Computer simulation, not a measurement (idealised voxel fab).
process module | voxel air gaps
cross-section cut | 260 nm wide | cells 5 nm
A cross-section is a grid of square cells, given in bands from the top down. A band is one or more rows of cells.
Each band's line starts with the height of the band's top and of its bottom, in nm. Then come its materials from left to right, each with its width in nm. One material with "throughout" fills the band from edge to edge. "air" is empty space.
Height 0 is the level under which the wafer as received is all one material. The lowest band goes on downwards, as in "0 down".
A width such as "30 to 40" changes by the same amount from each row of cells to the next, from the band's top row to its bottom row.
"no change" after a step means that no cell of the cross-section changed.
closed voids: empty space of 8 cells or more with no open way to the top, each as width x height at its distance from the left edge, in nm
after a step's settings: what the simulator itself notes on the step
overlay nm, on a step with a mask: how far to the right of its planned place the mask lay; to the left if negative
plan
1 op RECEIVE | material Si
2 op CONFORMAL_DEP | material SiO2 | thk nm 15
3 op CONFORMAL_DEP | material SiCN | thk nm 5
4 op DIRECTIONAL_DEP | material lowk | thk nm 35
5 op DIRECTIONAL_DEP | material aC | thk nm 15
6 op PATTERN | tone open | mask id LINES | material resist | width nm 25 | pitch nm 50 | thk nm 35 | overlay nm 0
7 op DIRECTIONAL_ETCH | etch materials aC | depth nm 15
8 op STRIP | etch materials resist
9 op DIRECTIONAL_ETCH | etch materials lowk | depth nm 35
10 op STRIP | etch materials aC
11 op CONFORMAL_DEP | material TiN | thk nm 5
12 op FILL_DEP | material Cu | thk nm 5
13 op CMP | height nm 55
14 op EPI | material Ru | thk nm 10
15 op SELECTIVE_ETCH | etch materials lowk | depth nm 45
16 op CONFORMAL_DEP | material SiCN | thk nm 5
as received, after step 1
  0 down: Si throughout
  closed voids: none
first wafer at the end, as planned
  70 to 65: air 25 | SiCN 205 | air 30
  65 to 55: air 25 | SiCN 5 | Ru 45 | SiCN 5 | Ru 45 | SiCN 5 | Ru 45 | SiCN 5 | Ru 45 | SiCN 5 | air 30
  55 to 50: air 25 | SiCN 15 | TiN 5 | Cu 15 | TiN 5 | SiCN 25 | TiN 5 | Cu 15 | TiN 5 | SiCN 25 | TiN 5 | Cu 15 | TiN 5 | SiCN 25 | TiN 5 | Cu 15 | TiN 5 | SiCN 15 | air 30
  50 to 25: air 35 | SiCN 5 | TiN 5 | Cu 15 | TiN 5 | SiCN 5 | air 15 | SiCN 5 | TiN 5 | Cu 15 | TiN 5 | SiCN 5 | air 15 | SiCN 5 | TiN 5 | Cu 15 | TiN 5 | SiCN 5 | air 15 | SiCN 5 | TiN 5 | Cu 15 | TiN 5 | SiCN 5 | air 40
  25 to 20: SiCN 40 | TiN 25 | SiCN 25 | TiN 25 | SiCN 25 | TiN 25 | SiCN 25 | TiN 25 | SiCN 45
  20 to 15: SiCN throughout
  15 to 0: SiO2 throughout
  0 down: Si throughout
  closed voids: 15 x 25 at 70; 15 x 25 at 120; 15 x 25 at 170
second wafer at the end: like start, like plan, one mistake
  60 to 50: SiCN throughout
  50 to 15: lowk throughout
  15 to 0: SiO2 throughout
  0 down: Si throughout
  closed voids: none
what went wrong: steps 3 and 4 were swapped
at the end the second wafer has, in cells: 72 fewer of Cu | 72 fewer of Ru | 92 fewer of SiCN | 68 fewer of TiN | 364 more of lowk
closed voids at the end (first wafer, second wafer): 3, 0
